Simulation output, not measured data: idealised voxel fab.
Presented below is a process module, voxel self aligned vias.
Section cut is 280 nm wide and gridded with 5 nm square cells.
A cross-section in this document is a grid of square cells, and it is written down as bands, the top band listed before the ones below it; a band is made up of one or more rows of cells. This entry defines a band. It first specifies the height of the band's top and the height of its bottom in nm, and then specifies the band's materials from left to right, stating each material with its width in nm. The word "everywhere" identifies a single material that fills the band from edge to edge, while the word "air" identifies empty space. A quick word on heights: they are counted from 0, and under that level the wafer as it came to us is one material throughout. The lowest band is different from the rest in having no bottom; it simply continues downward, written as in "top 0, no bottom". So if you see something like "30->40" for the width, read it as the top row of the band sitting at the first number and the bottom row at the second, with every row in between moving by the same amount as the last. "nothing got changed" -> step changed no cross-section cell. Entry "Closed void listing". Content: empty spaces with no open connection to the top, size 8 cells or greater. Each: width x height at distance. Distance: from left edge. Unit: nm. It should be noted that, on the line of a given step, the content following the step's settings is a remark produced by the simulator itself with respect to that step. You can add "overlay nm" to a step's line. For a step with a mask, it describes how far the mask lay to the right of its planned position, and a negative number describes a lay to the left.

Process steps (planned)
- 1: RECEIVE [material Si]
- 2: CONFORMAL_DEP [material SiO2] [thk nm 10]
- 3: CONFORMAL_DEP [material SiCN] [thk nm 5]
- 4: DIRECTIONAL_DEP [material lowk] [thk nm 25]
- 5: MASKED_ETCH [tone open] [mask id LINES] [width nm 20] [pitch nm 45] [etch materials lowk] [depth nm 25] [overlay nm 0]
- 6: CONFORMAL_DEP [material TiN] [thk nm 5]
- 7: FILL_DEP [material W] [thk nm 10]
- 8: CMP [height nm 40]
- 9: SELECTIVE_ETCH [etch materials W Ru TiN] [depth nm 5]
- 10: FILL_DEP [material SiN] [thk nm 5]
- 11: CMP [height nm 40]
- 12: DIRECTIONAL_DEP [material lowk] [thk nm 15]
- 13: PATTERN [tone open] [mask id VIAS] [material resist] [width nm 30] [thk nm 20] [overlay nm 0]
- 14: DIRECTIONAL_ETCH [etch materials lowk] [depth nm 15]
- 15: DIRECTIONAL_ETCH [etch materials SiN] [depth nm 5]
- 16: STRIP [etch materials resist]
- 17: CONFORMAL_DEP [material TiN] [thk nm 5]
- 18: FILL_DEP [material Ru] [thk nm 10]
- 19: CMP [height nm 55]
- 20: CONFORMAL_DEP [material SiCN] [thk nm 5]

Cross-section of the wafer upon arrival, representing the state reached after step 1
    top 0, no bottom  Si everywhere
    Closed void listing: none

a wafer at the end: this start, this plan, one mistake
    top 60, bottom 55  SiCN everywhere
    top 55, bottom 45  lowk 100  TiN 5  Ru 20  TiN 5  lowk 150
    top 45, bottom 40  lowk 100  TiN 20  Ru 5  TiN 5  lowk 150
    top 40, bottom 35  lowk 115  TiN 15  SiN 5  lowk 25  SiN 20  lowk 100
    top 35, bottom 20  lowk 115  TiN 5  W 10  TiN 5  lowk 25  TiN 5  W 10  TiN 5  lowk 100
    top 20, bottom 15  lowk 115  TiN 20  lowk 25  TiN 20  lowk 100
    top 15, bottom 10  SiCN everywhere
    top 10, bottom 0  SiO2 everywhere
    top 0, no bottom  Si everywhere
    Closed void listing: none
Plan not followed: rather than as planned, step 5 actually ran as MASKED_ETCH [tone open] [mask id LINES] [width nm 20] [pitch nm 45] [etch materials lowk] [depth nm 25] [overlay nm 10]
